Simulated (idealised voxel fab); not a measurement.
Process module under the name voxel trench capacitor
Shown is cross-section cut, with a width of 285 nm and square cells of size 5 nm.
When this document writes out a cross-section, it uses a grid of square cells and lists it as bands, beginning at the top and moving down, with a band standing for one or more rows of cells.
The entry gives the band's vertical extent as a top height and a bottom height in nm, then its horizontal make-up as materials from left to right, each with a width in nm. "air" stands for empty space; a single material marked "full width" fills the band edge to edge.
Heights are expressed relative to 0, this being the level below which the as-received wafer comprises one material exclusively. The lowest band is unbounded in the downward direction and is denoted as in "z 0 and below".
You'd read "30 to 40" like this: the band's top row of cells is as wide as the first number, its bottom row is as wide as the second, and going down, every row changes width by the same amount as the row before did.
"no modification" for a step: no cell of the cross-section changed in that step.
What "Enclosed voids" gives you is every empty space of 8 cells or more that is cut off from the top. Each appears as width x height at distance, with the distance taken from the left edge and width, height and distance all in nm.
Heads up: the bit after the settings on a step's line is the simulator's remark on that step.
overlay nm: on a step with a mask, how far right of its planned place the mask lay; negative means left.
**Planned process steps**
| 1 | RECEIVE [material Si] |
| 2 | CONFORMAL_DEP [material SiN] [thk nm 5] |
| 3 | MASKED_ETCH [tone open] [mask id TRENCH] [width nm 30] [pitch nm 50] [etch materials SiN] [depth nm 5] [overlay nm 0] |
| 4 | MASKED_ETCH [tone open] [mask id TRENCH] [width nm 30] [pitch nm 50] [etch materials Si] [depth nm 25] [overlay nm -15] |
| 5 | CONFORMAL_DEP [material HfO2] [thk nm 5] |
| 6 | CONFORMAL_DEP [material TiN] [thk nm 5] |
| 7 | FILL_DEP [material W] [thk nm 5] |
| 8 | CMP [height nm 5] |
Don't read the plan's overlay nm for step 4 as applying to every wafer: that's the first wafer's value, and the wafers differ in it, though they all start identical.
**As received, i.e. after step 1: cross-section through the first of several wafers**
  z 0 and below = Si full width
  Enclosed voids: none
**End-of-module cross-section, first of several wafers, after last step 8**
  z 5 to 0 = SiN 100; HfO2 5; TiN 5; HfO2 20; SiN 20; HfO2 5; TiN 5; HfO2 20; SiN 105
  z 0 to -20 = Si 100; HfO2 5; TiN 5; HfO2 5; Si 35; HfO2 5; TiN 5; HfO2 5; Si 120
  z -20 to -25 = Si 100; HfO2 15; Si 35; HfO2 15; Si 120
  z -25 and below = Si full width
  Enclosed voids: none
**End of module, last wafer sectioned**
  z 5 to 0 = SiN 100; HfO2 20; TiN 5; HfO2 5; SiN 20; HfO2 20; TiN 5; HfO2 5; SiN 105
  z 0 to -20 = Si 115; HfO2 5; TiN 5; HfO2 5; Si 35; HfO2 5; TiN 5; HfO2 5; Si 105
  z -20 to -25 = Si 115; HfO2 15; Si 35; HfO2 15; Si 105
  z -25 and below = Si full width
  Enclosed voids: none
**Basically each wafer gets a line in the table, showing it at the end of the module: material by material, the cells it gained (+) or lost (-) since we got it, then its closed voids**
overlay nm -15, +32 HfO2, -30 Si, +45 SiN, +10 TiN, Enclosed voids: none
overlay nm -10, +32 HfO2, -40 Si, +45 SiN, +20 TiN, Enclosed voids: none
overlay nm -5, +32 HfO2, -50 Si, +45 SiN, +22 TiN, +8 W, Enclosed voids: none
overlay nm 0, +32 HfO2, -60 Si, +45 SiN, +24 TiN, +16 W, Enclosed voids: none
overlay nm 5, +32 HfO2, -50 Si, +45 SiN, +22 TiN, +8 W, Enclosed voids: none
overlay nm 10, +32 HfO2, -40 Si, +45 SiN, +20 TiN, Enclosed voids: none
overlay nm 15, +32 HfO2, -30 Si, +45 SiN, +10 TiN, Enclosed voids: none
